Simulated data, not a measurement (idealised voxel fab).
process module | voxel capacitor over wiring
cross-section cut | 275 nm wide | cells 5 nm
A cross-section is a grid of square cells, given in bands from the top down. A band is one or more rows of cells.
Each band's line starts with the height of the band's top and of its bottom, in nm. Then come its materials from left to right, each with its width in nm. One material with "throughout" fills the band from edge to edge. "air" is empty space.
Height 0 is the level under which the wafer as received is all one material. The lowest band goes on downwards, as in "0 down".
A width such as "30 to 40" changes by the same amount from each row of cells to the next, from the band's top row to its bottom row.
"no change" after a step means that no cell of the cross-section changed.
closed voids: empty space of 8 cells or more with no open way to the top, each as width x height at its distance from the left edge, in nm
after a step's settings: what the simulator itself notes on the step
overlay nm, on a step with a mask: how far to the right of its planned place the mask lay; to the left if negative
plan
1 op RECEIVE | material Si
2 op CONFORMAL_DEP | material SiO2 | thk nm 15
3 op DIRECTIONAL_DEP | material TiN | thk nm 5
4 op DIRECTIONAL_DEP | material Ru | thk nm 25
5 op PATTERN | tone cover | mask id METAL_1 | material resist | width nm 20 | pitch nm 100 | thk nm 20 | overlay nm 0
6 op DIRECTIONAL_ETCH | etch materials Ru | depth nm 25
7 op DIRECTIONAL_ETCH | etch materials TiN | depth nm 5
8 op STRIP | etch materials resist
9 op FILL_DEP | material lowk | thk nm 10
10 op CMP | height nm 45
11 op CONFORMAL_DEP | material SiCN | thk nm 5
12 op DIRECTIONAL_DEP | material SiO2 | thk nm 20
13 op MASKED_ETCH | tone open | mask id PLUG_1 | width nm 15 | etch materials SiO2 | depth nm 20 | overlay nm 0
14 op MASKED_ETCH | tone open | mask id PLUG_1 | width nm 15 | etch materials SiCN | depth nm 5 | overlay nm 0
15 op CONFORMAL_DEP | material TiN | thk nm 5
16 op FILL_DEP | material W | thk nm 10
17 op CMP | height nm 70
18 op DIRECTIONAL_DEP | material TiN | thk nm 5
19 op DIRECTIONAL_DEP | material SiN | thk nm 5
20 op DIRECTIONAL_DEP | material TiN | thk nm 5
21 op PATTERN | tone cover | mask id UPPER_PLATE | material resist | width nm 75 | thk nm 15 | overlay nm 0
22 op DIRECTIONAL_ETCH | etch materials TiN | depth nm 5
23 op DIRECTIONAL_ETCH | etch materials SiN | depth nm 5
24 op STRIP | etch materials resist
25 op MASKED_ETCH | tone cover | mask id LOWER_PLATE | width nm 85 | etch materials TiN | depth nm 5 | overlay nm 0
26 op FILL_DEP | material SiO2 | thk nm 20
27 op CMP | height nm 100
28 op DIRECTIONAL_DEP | material aC | thk nm 15
29 op PATTERN | tone open | mask id PLUG_2 | material resist | width nm 15 | thk nm 35 | overlay nm 0
30 op DIRECTIONAL_ETCH | etch materials aC | depth nm 15
31 op STRIP | etch materials resist
32 op DIRECTIONAL_ETCH | etch materials SiO2 | depth nm 15
33 op STRIP | etch materials aC
34 op CONFORMAL_DEP | material TiN | thk nm 5
35 op FILL_DEP | material W | thk nm 10
36 op CMP | height nm 100
37 op CONFORMAL_DEP | material SiN | thk nm 5
varied across the wafers: width nm of step 5. The plan shows the first wafer's value. All wafers start alike
first wafer as received, after step 1
  0 down: Si throughout
  closed voids: none
each wafer at the end: cells of each material gained (+) or lost (-) since it was received, then its closed voids
width nm 20 | +40 Ru | +52 SiCN | +70 SiN | +647 SiO2 | +58 TiN | +6 W | +282 lowk | closed voids: none
width nm 25 | +50 Ru | +52 SiCN | +70 SiN | +647 SiO2 | +60 TiN | +6 W | +270 lowk | closed voids: none
width nm 30 | +60 Ru | +52 SiCN | +70 SiN | +647 SiO2 | +62 TiN | +6 W | +258 lowk | closed voids: none
width nm 35 | +70 Ru | +52 SiCN | +70 SiN | +647 SiO2 | +64 TiN | +6 W | +246 lowk | closed voids: none
width nm 40 | +80 Ru | +52 SiCN | +70 SiN | +647 SiO2 | +66 TiN | +6 W | +234 lowk | closed voids: none
width nm 45 | +90 Ru | +52 SiCN | +70 SiN | +647 SiO2 | +68 TiN | +6 W | +222 lowk | closed voids: none
